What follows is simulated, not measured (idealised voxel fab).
process module | voxel wiring stack
Square cells of 5 nm make up the cross-section cut, whose width is 290 nm.
Throughout this document, each cross-section is represented as a grid of square cells and is presented as a sequence of bands enumerated from the top downward, where a band comprises one or more rows of cells. What a band's entry tells you: where the top is and where the bottom is, as heights in nm, and after that what lies inside, material by material from left to right, each with its width in nm. Empty space is written as the word "air", and a single material marked with the word "edge to edge" occupies the band from edge to edge. Ref level 0: as-received wafer is one material below here. Bottom band extends down with no lower bound ("from 0 down"). So if you see something like "30->40" for the width, read it as the top row of the band sitting at the first number and the bottom row at the second, with every row in between moving by the same amount as the last. The designation "no change occurred", where it is given for a processing step, indicates that no cell of the cross-section was altered in the course of that step. What "Voids, fully enclosed" gives you is every empty space of 8 cells or more that is cut off from the top. Each appears as width x height at distance, with the distance taken from the left edge and width, height and distance all in nm. Whatever follows a step's settings on its line is a remark the simulator itself makes about that step. overlay nm: step with mask; distance mask lay right of planned place; negative value = left of planned place. Quick note on how to read the rest: it's all pairs. You get the cross-section before a process step and the one after, but the after one only goes down as far as the lowest band that changed. The step in between, with its settings, sits under the pair. Heads up, the pairs can come from different runs of this module on the same starting wafer, so don't assume a pair picks up from the one above unless its "Pre-step section" entry says it does.
## Pre-step section
- from 0 down = Si edge to edge
- Voids, fully enclosed: none
## Sectional Result
- from 15 to 0 = SiO2 edge to edge
- For the remainder of the cross-section, below 0, there is no change.
- Voids, fully enclosed: none
The two cross-sections above bracket this step: CONFORMAL_DEP (material SiO2; thk nm 15)
Pre-step section: equal to the after panel directly above.
## Sectional Result
- from 20 to 15 = TiN edge to edge
- For the remainder of the cross-section, below 15, there is no change.
- Voids, fully enclosed: none
The two cross-sections above bracket this step: DIRECTIONAL_DEP (material TiN; thk nm 5)
Pre-step section: equal to the after panel directly above.
## Sectional Result
- from 45 to 20 = Ru edge to edge
- For the remainder of the cross-section, below 20, there is no change.
- Voids, fully enclosed: none
The two cross-sections above bracket this step: DIRECTIONAL_DEP (material Ru; thk nm 25)
Pre-step section: equal to the after panel directly above.
## Sectional Result
- from 55 to 45 = aC edge to edge
- For the remainder of the cross-section, below 45, there is no change.
- Voids, fully enclosed: none
The two cross-sections above bracket this step: DIRECTIONAL_DEP (material aC; thk nm 10)
Pre-step section: equal to the after panel directly above.
## Sectional Result
- from 85 to 55 = air (110); resist (25); air (15); resist (25); air (115)
- For the remainder of the cross-section, below 55, there is no change.
- Voids, fully enclosed: none
The two cross-sections above bracket this step: PATTERN (tone cover; mask id METAL_1; material resist; width nm 25; pitch nm 40; thk nm 30; overlay nm 0)
Pre-step section: equal to the after panel directly above.
## Sectional Result
- from 75 to 55 = air (110); resist (25); air (15); resist (25); air (115)
- from 55 to 45 = air (110); aC (25); air (15); aC (25); air (115)
- For the remainder of the cross-section, below 45, there is no change.
- Voids, fully enclosed: none
The two cross-sections above bracket this step: DIRECTIONAL_ETCH (etch materials aC; depth nm 10)
Pre-step section: equal to the after panel directly above.
## Sectional Result
- from 55 to 45 = air (110); aC (25); air (15); aC (25); air (115)
- For the remainder of the cross-section, below 45, there is no change.
- Voids, fully enclosed: none
The two cross-sections above bracket this step: STRIP (etch materials resist)
Pre-step section: equal to the after panel directly above.
## Sectional Result
- from 55 to 45 = air (110); aC (25); air (15); aC (25); air (115)
- from 45 to 20 = air (110); Ru (25); air (15); Ru (25); air (115)
- For the remainder of the cross-section, below 20, there is no change.
- Voids, fully enclosed: none
The two cross-sections above bracket this step: DIRECTIONAL_ETCH (etch materials Ru; depth nm 25)
Pre-step section: equal to the after panel directly above.
## Sectional Result
- from 55 to 45 = air (110); aC (25); air (15); aC (25); air (115)
- from 45 to 20 = air (110); Ru (25); air (15); Ru (25); air (115)
- from 20 to 15 = air (110); TiN (25); air (15); TiN (25); air (115)
- For the remainder of the cross-section, below 15, there is no change.
- Voids, fully enclosed: none
The two cross-sections above bracket this step: DIRECTIONAL_ETCH (etch materials TiN; depth nm 5)
Pre-step section: equal to the after panel directly above.
## Sectional Result
- from 45 to 20 = air (110); Ru (25); air (15); Ru (25); air (115)
- For the remainder of the cross-section, below 20, there is no change.
- Voids, fully enclosed: none
The two cross-sections above bracket this step: STRIP (etch materials aC)
Pre-step section: equal to the after panel directly above.
## Sectional Result
- from 55 to 45 = lowk edge to edge
- from 45 to 20 = lowk (110); Ru (25); lowk (15); Ru (25); lowk (115)
- from 20 to 15 = lowk (110); TiN (25); lowk (15); TiN (25); lowk (115)
- For the remainder of the cross-section, below 15, there is no change.
- Voids, fully enclosed: none
The two cross-sections above bracket this step: FILL_DEP (material lowk; thk nm 10)
Pre-step section: equal to the after panel directly above.
## Sectional Result
- from 45 to 20 = lowk (110); Ru (25); lowk (15); Ru (25); lowk (115)
- For the remainder of the cross-section, below 20, there is no change.
- Voids, fully enclosed: none
The two cross-sections above bracket this step: CMP (height nm 45)
Pre-step section: equal to the after panel directly above.
## Sectional Result
- from 50 to 45 = SiCN edge to edge
- For the remainder of the cross-section, below 45, there is no change.
- Voids, fully enclosed: none
The two cross-sections above bracket this step: CONFORMAL_DEP (material SiCN; thk nm 5)
Pre-step section: equal to the after panel directly above.
## Sectional Result
- from 70 to 50 = SiO2 edge to edge
- For the remainder of the cross-section, below 50, there is no change.
- Voids, fully enclosed: none
The two cross-sections above bracket this step: DIRECTIONAL_DEP (material SiO2; thk nm 20)
Pre-step section: equal to the after panel directly above.
## Sectional Result
- from 90 to 70 = resist (110); air (15); resist (25); air (15); resist (125)
- For the remainder of the cross-section, below 70, there is no change.
- Voids, fully enclosed: none
The two cross-sections above bracket this step: PATTERN (tone open; mask id PLUG_1; material resist; width nm 15; pitch nm 40; thk nm 20; overlay nm 0)
Pre-step section: equal to the after panel directly above.
## Sectional Result
- from 90 to 70 = resist (110); air (15); resist (25); air (15); resist (125)
- from 70 to 50 = SiO2 (110); air (15); SiO2 (25); air (15); SiO2 (125)
- For the remainder of the cross-section, below 50, there is no change.
- Voids, fully enclosed: none
The two cross-sections above bracket this step: DIRECTIONAL_ETCH (etch materials SiO2; depth nm 20)
Pre-step section: equal to the after panel directly above.
## Sectional Result
- from 90 to 70 = resist (110); air (15); resist (25); air (15); resist (125)
- from 70 to 50 = SiO2 (110); air (15); SiO2 (25); air (15); SiO2 (125)
- from 50 to 45 = SiCN (110); air (15); SiCN (25); air (15); SiCN (125)
- For the remainder of the cross-section, below 45, there is no change.
- Voids, fully enclosed: none
The two cross-sections above bracket this step: DIRECTIONAL_ETCH (etch materials SiCN; depth nm 5)
Pre-step section: equal to the after panel directly above.
## Sectional Result
- from 70 to 50 = SiO2 (110); air (15); SiO2 (25); air (15); SiO2 (125)
- For the remainder of the cross-section, below 50, there is no change.
- Voids, fully enclosed: none
The two cross-sections above bracket this step: STRIP (etch materials resist)
Pre-step section: equal to the after panel directly above.
## Sectional Result
- from 70 to 55 = SiO2 (110); air (15); SiO2 (25); air (15); SiO2 (125)
- from 55 to 50 = SiO2 (110); Ru (15); SiO2 (25); Ru (15); SiO2 (125)
- from 50 to 45 = SiCN (110); Ru (15); SiCN (25); Ru (15); SiCN (125)
- For the remainder of the cross-section, below 45, there is no change.
- Voids, fully enclosed: none
The two cross-sections above bracket this step: EPI (material Ru; thk nm 10)
Pre-step section: equal to the after panel directly above.
## Sectional Result
- from 70 to 65 = SiO2 (110); air (15); SiO2 (25); air (15); SiO2 (125)
- from 65 to 50 = SiO2 (110); Ru (15); SiO2 (25); Ru (15); SiO2 (125)
- For the remainder of the cross-section, below 50, there is no change.
- Voids, fully enclosed: none
The two cross-sections above bracket this step: EPI (material Ru; thk nm 10)
Pre-step section: equal to the after panel directly above.
## Sectional Result
- from 70 to 50 = SiO2 (110); Ru (15); SiO2 (25); Ru (15); SiO2 (125)
- For the remainder of the cross-section, below 50, there is no change.
- Voids, fully enclosed: none
The two cross-sections above bracket this step: EPI (material Ru; thk nm 5)
Pre-step section: equal to the after panel directly above.
## Sectional Result
- from 75 to 70 = TiN edge to edge
- For the remainder of the cross-section, below 70, there is no change.
- Voids, fully enclosed: none
The two cross-sections above bracket this step: DIRECTIONAL_DEP (material TiN; thk nm 5)
Pre-step section: equal to the after panel directly above.
## Sectional Result
- from 95 to 75 = Ru edge to edge
- For the remainder of the cross-section, below 75, there is no change.
- Voids, fully enclosed: none
The two cross-sections above bracket this step: DIRECTIONAL_DEP (material Ru; thk nm 20)
Pre-step section: equal to the after panel directly above.
## Sectional Result
- from 110 to 95 = aC edge to edge
- For the remainder of the cross-section, below 95, there is no change.
- Voids, fully enclosed: none
The two cross-sections above bracket this step: DIRECTIONAL_DEP (material aC; thk nm 15)
Pre-step section: equal to the after panel directly above.
## Sectional Result
- from 140 to 110 = air (110); resist (25); air (15); resist (25); air (115)
- For the remainder of the cross-section, below 110, there is no change.
- Voids, fully enclosed: none
The two cross-sections above bracket this step: PATTERN (tone cover; mask id METAL_2; material resist; width nm 25; pitch nm 40; thk nm 30; overlay nm 0)
Pre-step section: equal to the after panel directly above.
## Sectional Result
- from 125 to 110 = air (110); resist (25); air (15); resist (25); air (115)
- from 110 to 95 = air (110); aC (25); air (15); aC (25); air (115)
- For the remainder of the cross-section, below 95, there is no change.
- Voids, fully enclosed: none
The two cross-sections above bracket this step: DIRECTIONAL_ETCH (etch materials aC; depth nm 15)
Pre-step section: equal to the after panel directly above.
## Sectional Result
- from 110 to 95 = air (110); aC (25); air (15); aC (25); air (115)
- For the remainder of the cross-section, below 95, there is no change.
- Voids, fully enclosed: none
The two cross-sections above bracket this step: STRIP (etch materials resist)
Pre-step section: equal to the after panel directly above.
## Sectional Result
- from 110 to 95 = air (110); aC (25); air (15); aC (25); air (115)
- from 95 to 75 = air (110); Ru (25); air (15); Ru (25); air (115)
- For the remainder of the cross-section, below 75, there is no change.
- Voids, fully enclosed: none
The two cross-sections above bracket this step: DIRECTIONAL_ETCH (etch materials Ru; depth nm 20)
Pre-step section: equal to the after panel directly above.
## Sectional Result
- from 110 to 95 = air (110); aC (25); air (15); aC (25); air (115)
- from 95 to 75 = air (110); Ru (25); air (15); Ru (25); air (115)
- from 75 to 70 = air (110); TiN (25); air (15); TiN (25); air (115)
- For the remainder of the cross-section, below 70, there is no change.
- Voids, fully enclosed: none
The two cross-sections above bracket this step: DIRECTIONAL_ETCH (etch materials TiN; depth nm 5)
Pre-step section: equal to the after panel directly above.
## Sectional Result
- from 95 to 75 = air (110); Ru (25); air (15); Ru (25); air (115)
- For the remainder of the cross-section, below 75, there is no change.
- Voids, fully enclosed: none
The two cross-sections above bracket this step: STRIP (etch materials aC)
Pre-step section: equal to the after panel directly above.
## Sectional Result
- from 105 to 95 = lowk edge to edge
- from 95 to 75 = lowk (110); Ru (25); lowk (15); Ru (25); lowk (115)
- from 75 to 70 = lowk (110); TiN (25); lowk (15); TiN (25); lowk (115)
- For the remainder of the cross-section, below 70, there is no change.
- Voids, fully enclosed: none
The two cross-sections above bracket this step: FILL_DEP (material lowk; thk nm 10)
Pre-step section: equal to the after panel directly above.
## Sectional Result
- from 95 to 75 = lowk (110); Ru (25); lowk (15); Ru (25); lowk (115)
- For the remainder of the cross-section, below 75, there is no change.
- Voids, fully enclosed: none
The two cross-sections above bracket this step: CMP (height nm 95)
Pre-step section: equal to the after panel directly above.
## Sectional Result
- from 100 to 95 = SiCN edge to edge
- For the remainder of the cross-section, below 95, there is no change.
- Voids, fully enclosed: none
The two cross-sections above bracket this step: CONFORMAL_DEP (material SiCN; thk nm 5)
Pre-step section: equal to the after panel directly above.
## Sectional Result
- from 130 to 100 = SiO2 edge to edge
- For the remainder of the cross-section, below 100, there is no change.
- Voids, fully enclosed: none
The two cross-sections above bracket this step: DIRECTIONAL_DEP (material SiO2; thk nm 30)
Pre-step section: equal to the after panel directly above.
## Sectional Result
- from 140 to 130 = aC edge to edge
- For the remainder of the cross-section, below 130, there is no change.
- Voids, fully enclosed: none
The two cross-sections above bracket this step: DIRECTIONAL_DEP (material aC; thk nm 10)
Pre-step section: equal to the after panel directly above.
## Sectional Result
- from 165 to 140 = resist (110); air (25); resist (15); air (25); resist (115)
- For the remainder of the cross-section, below 140, there is no change.
- Voids, fully enclosed: none
The two cross-sections above bracket this step: PATTERN (tone open; mask id METAL_3; material resist; width nm 25; pitch nm 40; thk nm 25; overlay nm 0)
Pre-step section: equal to the after panel directly above.
## Sectional Result
- from 155 to 140 = resist (110); air (25); resist (15); air (25); resist (115)
- from 140 to 130 = aC (110); air (25); aC (15); air (25); aC (115)
- For the remainder of the cross-section, below 130, there is no change.
- Voids, fully enclosed: none
The two cross-sections above bracket this step: DIRECTIONAL_ETCH (etch materials aC; depth nm 10)
Pre-step section: equal to the after panel directly above.
## Sectional Result
- from 140 to 130 = aC (110); air (25); aC (15); air (25); aC (115)
- For the remainder of the cross-section, below 130, there is no change.
- Voids, fully enclosed: none
The two cross-sections above bracket this step: STRIP (etch materials resist)
Pre-step section: equal to the after panel directly above.
## Sectional Result
- from 140 to 130 = aC (110); air (25); aC (15); air (25); aC (115)
- from 130 to 115 = SiO2 (110); air (25); SiO2 (15); air (25); SiO2 (115)
- For the remainder of the cross-section, below 115, there is no change.
- Voids, fully enclosed: none
The two cross-sections above bracket this step: DIRECTIONAL_ETCH (etch materials SiO2; depth nm 15)
Pre-step section: equal to the after panel directly above.
## Sectional Result
- from 130 to 115 = SiO2 (110); air (25); SiO2 (15); air (25); SiO2 (115)
- For the remainder of the cross-section, below 115, there is no change.
- Voids, fully enclosed: none
The two cross-sections above bracket this step: STRIP (etch materials aC)
Pre-step section: equal to the after panel directly above.
## Sectional Result
- from 145 to 130 = resist (110); air (15); resist (165)
- from 130 to 115 = SiO2 (110); air (15); resist (10); SiO2 (15); resist (25); SiO2 (115)
- For the remainder of the cross-section, below 115, there is no change.
- Voids, fully enclosed: none
The two cross-sections above bracket this step: PATTERN (tone open; mask id METAL_3_HOLES; material resist; width nm 15; thk nm 15; overlay nm 0)
Pre-step section: equal to the after panel directly above.
## Sectional Result
- from 145 to 130 = resist (110); air (15); resist (165)
- from 130 to 115 = SiO2 (110); air (15); resist (10); SiO2 (15); resist (25); SiO2 (115)
- from 115 to 100 = SiO2 (110); air (15); SiO2 (165)
- For the remainder of the cross-section, below 100, there is no change.
- Voids, fully enclosed: none
The two cross-sections above bracket this step: DIRECTIONAL_ETCH (etch materials SiO2; depth nm 15)
Pre-step section: equal to the after panel directly above.
## Sectional Result
- from 145 to 130 = resist (110); air (15); resist (165)
- from 130 to 115 = SiO2 (110); air (15); resist (10); SiO2 (15); resist (25); SiO2 (115)
- from 115 to 100 = SiO2 (110); air (15); SiO2 (165)
- from 100 to 95 = SiCN (110); air (15); SiCN (165)
- For the remainder of the cross-section, below 95, there is no change.
- Voids, fully enclosed: none
The two cross-sections above bracket this step: DIRECTIONAL_ETCH (etch materials SiCN; depth nm 5)
Pre-step section: equal to the after panel directly above.
## Sectional Result
- from 130 to 115 = SiO2 (110); air (25); SiO2 (15); air (25); SiO2 (115)
- For the remainder of the cross-section, below 115, there is no change.
- Voids, fully enclosed: none
The two cross-sections above bracket this step: STRIP (etch materials resist)
Pre-step section: equal to the after panel directly above.
## Sectional Result
- from 135 to 130 = TiN (115); air (15); TiN (25); air (15); TiN (120)
- from 130 to 120 = SiO2 (110); TiN (5); air (15); TiN (5); SiO2 (15); TiN (5); air (15); TiN (5); SiO2 (115)
- from 120 to 115 = SiO2 (110); TiN (5); air (5); TiN (15); SiO2 (15); TiN (25); SiO2 (115)
- from 115 to 100 = SiO2 (110); TiN (5); air (5); TiN (5); SiO2 (165)
- from 100 to 95 = SiCN (110); TiN (15); SiCN (165)
- For the remainder of the cross-section, below 95, there is no change.
- Voids, fully enclosed: none
The two cross-sections above bracket this step: CONFORMAL_DEP (material TiN; thk nm 5)
Pre-step section: equal to the after panel directly above.
## Sectional Result
- from 140 to 135 = Cu edge to edge
- from 135 to 130 = TiN (115); Cu (15); TiN (25); Cu (15); TiN (120)
- from 130 to 120 = SiO2 (110); TiN (5); Cu (15); TiN (5); SiO2 (15); TiN (5); Cu (15); TiN (5); SiO2 (115)
- from 120 to 115 = SiO2 (110); TiN (5); Cu (5); TiN (15); SiO2 (15); TiN (25); SiO2 (115)
- from 115 to 100 = SiO2 (110); TiN (5); Cu (5); TiN (5); SiO2 (165)
- For the remainder of the cross-section, below 100, there is no change.
- Voids, fully enclosed: none
The two cross-sections above bracket this step: FILL_DEP (material Cu; thk nm 5)
Pre-step section: equal to the after panel directly above.
## Sectional Result
- from 130 to 120 = SiO2 (110); TiN (5); Cu (15); TiN (5); SiO2 (15); TiN (5); Cu (15); TiN (5); SiO2 (115)
- For the remainder of the cross-section, below 120, there is no change.
- Voids, fully enclosed: none
The two cross-sections above bracket this step: CMP (height nm 130)
Pre-step section: equal to the after panel directly above.
## Sectional Result
- from 135 to 130 = SiCN edge to edge
- For the remainder of the cross-section, below 130, there is no change.
- Voids, fully enclosed: none
The two cross-sections above bracket this step: CONFORMAL_DEP (material SiCN; thk nm 5)
Pre-step section: equal to the after panel directly above.
## Sectional Result
- from 160 to 135 = SiO2 edge to edge
- For the remainder of the cross-section, below 135, there is no change.
- Voids, fully enclosed: none
The two cross-sections above bracket this step: DIRECTIONAL_DEP (material SiO2; thk nm 25)
Pre-step section: equal to the after panel directly above.
## Sectional Result
- from 160 to 135 = SiO2 (110); air (15); SiO2 (25); air (15); SiO2 (125)
- For the remainder of the cross-section, below 135, there is no change.
- Voids, fully enclosed: none
The two cross-sections above bracket this step: MASKED_ETCH (tone open; mask id METAL_4_HOLES; width nm 15; pitch nm 40; etch materials SiO2; depth nm 25; overlay nm 0)
Pre-step section: equal to the after panel directly above.
## Sectional Result
- from 180 to 160 = resist (110); air (25); resist (15); air (25); resist (115)
- For the remainder of the cross-section, below 160, there is no change.
- Voids, fully enclosed: none
The two cross-sections above bracket this step: PATTERN (tone open; mask id METAL_4; material resist; width nm 25; pitch nm 40; thk nm 20; overlay nm 0)
Pre-step section: equal to the after panel directly above.
## Sectional Result
- from 180 to 160 = resist (110); air (25); resist (15); air (25); resist (115)
- from 160 to 145 = SiO2 (110); air (25); SiO2 (15); air (25); SiO2 (115)
- For the remainder of the cross-section, below 145, there is no change.
- Voids, fully enclosed: none
The two cross-sections above bracket this step: DIRECTIONAL_ETCH (etch materials SiO2; depth nm 15)
Pre-step section: equal to the after panel directly above.
## Sectional Result
- from 180 to 160 = resist (110); air (25); resist (15); air (25); resist (115)
- from 160 to 145 = SiO2 (110); air (25); SiO2 (15); air (25); SiO2 (115)
- from 145 to 135 = SiO2 (110); air (15); SiO2 (25); air (15); SiO2 (125)
- from 135 to 130 = SiCN (110); air (15); SiCN (25); air (15); SiCN (125)
- For the remainder of the cross-section, below 130, there is no change.
- Voids, fully enclosed: none
The two cross-sections above bracket this step: DIRECTIONAL_ETCH (etch materials SiCN; depth nm 5)
Pre-step section: equal to the after panel directly above.
## Sectional Result
- from 160 to 145 = SiO2 (110); air (25); SiO2 (15); air (25); SiO2 (115)
- For the remainder of the cross-section, below 145, there is no change.
- Voids, fully enclosed: none
The two cross-sections above bracket this step: STRIP (etch materials resist)
Pre-step section: equal to the after panel directly above.
## Sectional Result
- from 165 to 160 = TiN (115); air (15); TiN (25); air (15); TiN (120)
- from 160 to 150 = SiO2 (110); TiN (5); air (15); TiN (5); SiO2 (15); TiN (5); air (15); TiN (5); SiO2 (115)
- from 150 to 145 = SiO2 (110); TiN (5); air (5); TiN (15); SiO2 (15); TiN (5); air (5); TiN (15); SiO2 (115)
- from 145 to 135 = SiO2 (110); TiN (5); air (5); TiN (5); SiO2 (25); TiN (5); air (5); TiN (5); SiO2 (125)
- from 135 to 130 = SiCN (110); TiN (15); SiCN (25); TiN (15); SiCN (125)
- For the remainder of the cross-section, below 130, there is no change.
- Voids, fully enclosed: none
The two cross-sections above bracket this step: CONFORMAL_DEP (material TiN; thk nm 5)
Pre-step section: equal to the after panel directly above.
## Sectional Result
- from 170 to 165 = Cu edge to edge
- from 165 to 160 = TiN (115); Cu (15); TiN (25); Cu (15); TiN (120)
- from 160 to 150 = SiO2 (110); TiN (5); Cu (15); TiN (5); SiO2 (15); TiN (5); Cu (15); TiN (5); SiO2 (115)
- from 150 to 145 = SiO2 (110); TiN (5); Cu (5); TiN (15); SiO2 (15); TiN (5); Cu (5); TiN (15); SiO2 (115)
- from 145 to 135 = SiO2 (110); TiN (5); Cu (5); TiN (5); SiO2 (25); TiN (5); Cu (5); TiN (5); SiO2 (125)
- For the remainder of the cross-section, below 135, there is no change.
- Voids, fully enclosed: none
The two cross-sections above bracket this step: FILL_DEP (material Cu; thk nm 5)
Pre-step section: equal to the after panel directly above.
## Sectional Result
- from 160 to 150 = SiO2 (110); TiN (5); Cu (15); TiN (5); SiO2 (15); TiN (5); Cu (15); TiN (5); SiO2 (115)
- For the remainder of the cross-section, below 150, there is no change.
- Voids, fully enclosed: none
The two cross-sections above bracket this step: CMP (height nm 160)
Pre-step section: equal to the after panel directly above.
## Sectional Result
- from 165 to 160 = SiCN edge to edge
- For the remainder of the cross-section, below 160, there is no change.
- Voids, fully enclosed: none
The two cross-sections above bracket this step: CONFORMAL_DEP (material SiCN; thk nm 5)
## Pre-step section
- from 70 to 55 = SiO2 (110); air (15); SiO2 (25); air (15); SiO2 (125)
- from 55 to 50 = SiO2 (110); Ru (15); SiO2 (25); Ru (15); SiO2 (125)
- from 50 to 45 = SiCN (110); Ru (15); SiCN (25); Ru (15); SiCN (125)
- from 45 to 20 = lowk (110); Ru (25); lowk (15); Ru (25); lowk (115)
- from 20 to 15 = lowk (110); TiN (25); lowk (15); TiN (25); lowk (115)
- from 15 to 0 = SiO2 edge to edge
- from 0 down = Si edge to edge
- Voids, fully enclosed: none
## Sectional Result
- from 70 to 60 = SiO2 (110); air (15); SiO2 (25); air (15); SiO2 (125)
- from 60 to 50 = SiO2 (110); Ru (15); SiO2 (25); Ru (15); SiO2 (125)
- For the remainder of the cross-section, below 50, there is no change.
- Voids, fully enclosed: none
The two cross-sections above bracket this step: EPI (material Ru; thk nm 5)
Pre-step section: equal to the after panel directly above.
## Sectional Result
- from 75 to 70 = TiN (110); air (15); TiN (25); air (15); TiN (125)
- from 70 to 65 = SiO2 (110); air (15); SiO2 (25); air (15); SiO2 (125)
- from 65 to 60 = SiO2 (110); TiN (15); SiO2 (25); TiN (15); SiO2 (125)
- For the remainder of the cross-section, below 60, there is no change.
- Voids, fully enclosed: none
The two cross-sections above bracket this step: DIRECTIONAL_DEP (material TiN; thk nm 5)
Pre-step section: equal to the after panel directly above.
## Sectional Result
- from 95 to 85 = Ru (110); air (15); Ru (25); air (15); Ru (125)
- from 85 to 75 = Ru edge to edge
- from 75 to 70 = TiN (110); Ru (15); TiN (25); Ru (15); TiN (125)
- from 70 to 65 = SiO2 (110); Ru (15); SiO2 (25); Ru (15); SiO2 (125)
- For the remainder of the cross-section, below 65, there is no change.
- Voids, fully enclosed: none
The two cross-sections above bracket this step: DIRECTIONAL_DEP (material Ru; thk nm 20)
Pre-step section: equal to the after panel directly above.
## Sectional Result
- from 110 to 100 = aC (110); air (15); aC (25); air (15); aC (125)
- from 100 to 95 = aC edge to edge
- from 95 to 85 = Ru (110); aC (15); Ru (25); aC (15); Ru (125)
- For the remainder of the cross-section, below 85, there is no change.
- Voids, fully enclosed: none
The two cross-sections above bracket this step: DIRECTIONAL_DEP (material aC; thk nm 15)
Pre-step section: equal to the after panel directly above.
## Sectional Result
- from 140 to 110 = air (110); resist (25); air (15); resist (25); air (115)
- from 110 to 100 = aC (110); resist (15); aC (25); resist (15); aC (125)
- For the remainder of the cross-section, below 100, there is no change.
- Voids, fully enclosed: none
The two cross-sections above bracket this step: PATTERN (tone cover; mask id METAL_2; material resist; width nm 25; pitch nm 40; thk nm 30; overlay nm 0)
Pre-step section: equal to the after panel directly above.
## Sectional Result
- from 125 to 110 = air (110); resist (25); air (15); resist (25); air (115)
- from 110 to 100 = air (110); resist (15); aC (10); air (15); resist (15); aC (10); air (115)
- from 100 to 95 = air (110); aC (25); air (15); aC (25); air (115)
- For the remainder of the cross-section, below 95, there is no change.
- Voids, fully enclosed: none
The two cross-sections above bracket this step: DIRECTIONAL_ETCH (etch materials aC; depth nm 15)
Pre-step section: equal to the after panel directly above.
## Sectional Result
- from 110 to 100 = air (125); aC (10); air (30); aC (10); air (115)
- For the remainder of the cross-section, below 100, there is no change.
- Voids, fully enclosed: none
The two cross-sections above bracket this step: STRIP (etch materials resist)
Pre-step section: equal to the after panel directly above.
## Sectional Result
- from 110 to 100 = air (125); aC (10); air (30); aC (10); air (115)
- from 100 to 95 = air (110); aC (25); air (15); aC (25); air (115)
- from 95 to 85 = air (110); aC (15); Ru (10); air (15); aC (15); Ru (10); air (115)
- from 85 to 75 = air (110); Ru (25); air (15); Ru (25); air (115)
- For the remainder of the cross-section, below 75, there is no change.
- Voids, fully enclosed: none
The two cross-sections above bracket this step: DIRECTIONAL_ETCH (etch materials Ru; depth nm 20)
Pre-step section: equal to the after panel directly above.
## Sectional Result
- from 110 to 100 = air (125); aC (10); air (30); aC (10); air (115)
- from 100 to 95 = air (110); aC (25); air (15); aC (25); air (115)
- from 95 to 85 = air (110); aC (15); Ru (10); air (15); aC (15); Ru (10); air (115)
- from 85 to 75 = air (110); Ru (25); air (15); Ru (25); air (115)
- from 75 to 70 = air (110); Ru (15); TiN (10); air (15); Ru (15); TiN (10); air (115)
- For the remainder of the cross-section, below 70, there is no change.
- Voids, fully enclosed: none
The two cross-sections above bracket this step: DIRECTIONAL_ETCH (etch materials TiN; depth nm 5)
Pre-step section: equal to the after panel directly above.
## Sectional Result
- from 95 to 85 = air (125); Ru (10); air (30); Ru (10); air (115)
- For the remainder of the cross-section, below 85, there is no change.
- Voids, fully enclosed: none
The two cross-sections above bracket this step: STRIP (etch materials aC)
Pre-step section: equal to the after panel directly above.
## Sectional Result
- from 105 to 95 = lowk edge to edge
- from 95 to 85 = lowk (125); Ru (10); lowk (30); Ru (10); lowk (115)
- from 85 to 75 = lowk (110); Ru (25); lowk (15); Ru (25); lowk (115)
- from 75 to 70 = lowk (110); Ru (15); TiN (10); lowk (15); Ru (15); TiN (10); lowk (115)
- For the remainder of the cross-section, below 70, there is no change.
- Voids, fully enclosed: none
The two cross-sections above bracket this step: FILL_DEP (material lowk; thk nm 10)
Pre-step section: equal to the after panel directly above.
## Sectional Result
- from 95 to 85 = lowk (125); Ru (10); lowk (30); Ru (10); lowk (115)
- For the remainder of the cross-section, below 85, there is no change.
- Voids, fully enclosed: none
The two cross-sections above bracket this step: CMP (height nm 95)
Pre-step section: equal to the after panel directly above.
## Sectional Result
- from 100 to 95 = SiCN edge to edge
- For the remainder of the cross-section, below 95, there is no change.
- Voids, fully enclosed: none
The two cross-sections above bracket this step: CONFORMAL_DEP (material SiCN; thk nm 5)
Pre-step section: equal to the after panel directly above.
## Sectional Result
- from 130 to 100 = SiO2 edge to edge
- For the remainder of the cross-section, below 100, there is no change.
- Voids, fully enclosed: none
The two cross-sections above bracket this step: DIRECTIONAL_DEP (material SiO2; thk nm 30)
Pre-step section: equal to the after panel directly above.
## Sectional Result
- from 140 to 130 = aC edge to edge
- For the remainder of the cross-section, below 130, there is no change.
- Voids, fully enclosed: none
The two cross-sections above bracket this step: DIRECTIONAL_DEP (material aC; thk nm 10)
Pre-step section: equal to the after panel directly above.
## Sectional Result
- from 165 to 140 = resist (110); air (25); resist (15); air (25); resist (115)
- For the remainder of the cross-section, below 140, there is no change.
- Voids, fully enclosed: none
The two cross-sections above bracket this step: PATTERN (tone open; mask id METAL_3; material resist; width nm 25; pitch nm 40; thk nm 25; overlay nm 0)
Pre-step section: equal to the after panel directly above.
## Sectional Result
- from 155 to 140 = resist (110); air (25); resist (15); air (25); resist (115)
- from 140 to 130 = aC (110); air (25); aC (15); air (25); aC (115)
- For the remainder of the cross-section, below 130, there is no change.
- Voids, fully enclosed: none
The two cross-sections above bracket this step: DIRECTIONAL_ETCH (etch materials aC; depth nm 10)
Pre-step section: equal to the after panel directly above.
## Sectional Result
- from 140 to 130 = aC (110); air (25); aC (15); air (25); aC (115)
- For the remainder of the cross-section, below 130, there is no change.
- Voids, fully enclosed: none
The two cross-sections above bracket this step: STRIP (etch materials resist)
Pre-step section: equal to the after panel directly above.
## Sectional Result
- from 140 to 130 = aC (110); air (25); aC (15); air (25); aC (115)
- from 130 to 115 = SiO2 (110); air (25); SiO2 (15); air (25); SiO2 (115)
- For the remainder of the cross-section, below 115, there is no change.
- Voids, fully enclosed: none
The two cross-sections above bracket this step: DIRECTIONAL_ETCH (etch materials SiO2; depth nm 15)
Pre-step section: equal to the after panel directly above.
## Sectional Result
- from 130 to 115 = SiO2 (110); air (25); SiO2 (15); air (25); SiO2 (115)
- For the remainder of the cross-section, below 115, there is no change.
- Voids, fully enclosed: none
The two cross-sections above bracket this step: STRIP (etch materials aC)
Pre-step section: equal to the after panel directly above.
## Sectional Result
- from 145 to 130 = resist (110); air (15); resist (165)
- from 130 to 115 = SiO2 (110); air (15); resist (10); SiO2 (15); resist (25); SiO2 (115)
- For the remainder of the cross-section, below 115, there is no change.
- Voids, fully enclosed: none
The two cross-sections above bracket this step: PATTERN (tone open; mask id METAL_3_HOLES; material resist; width nm 15; thk nm 15; overlay nm 0)
Pre-step section: equal to the after panel directly above.
## Sectional Result
- from 145 to 130 = resist (110); air (15); resist (165)
- from 130 to 115 = SiO2 (110); air (15); resist (10); SiO2 (15); resist (25); SiO2 (115)
- from 115 to 100 = SiO2 (110); air (15); SiO2 (165)
- For the remainder of the cross-section, below 100, there is no change.
- Voids, fully enclosed: none
The two cross-sections above bracket this step: DIRECTIONAL_ETCH (etch materials SiO2; depth nm 15)
Pre-step section: equal to the after panel directly above.
## Sectional Result
- from 145 to 130 = resist (110); air (15); resist (165)
- from 130 to 115 = SiO2 (110); air (15); resist (10); SiO2 (15); resist (25); SiO2 (115)
- from 115 to 100 = SiO2 (110); air (15); SiO2 (165)
- from 100 to 95 = SiCN (110); air (15); SiCN (165)
- For the remainder of the cross-section, below 95, there is no change.
- Voids, fully enclosed: none
The two cross-sections above bracket this step: DIRECTIONAL_ETCH (etch materials SiCN; depth nm 5)
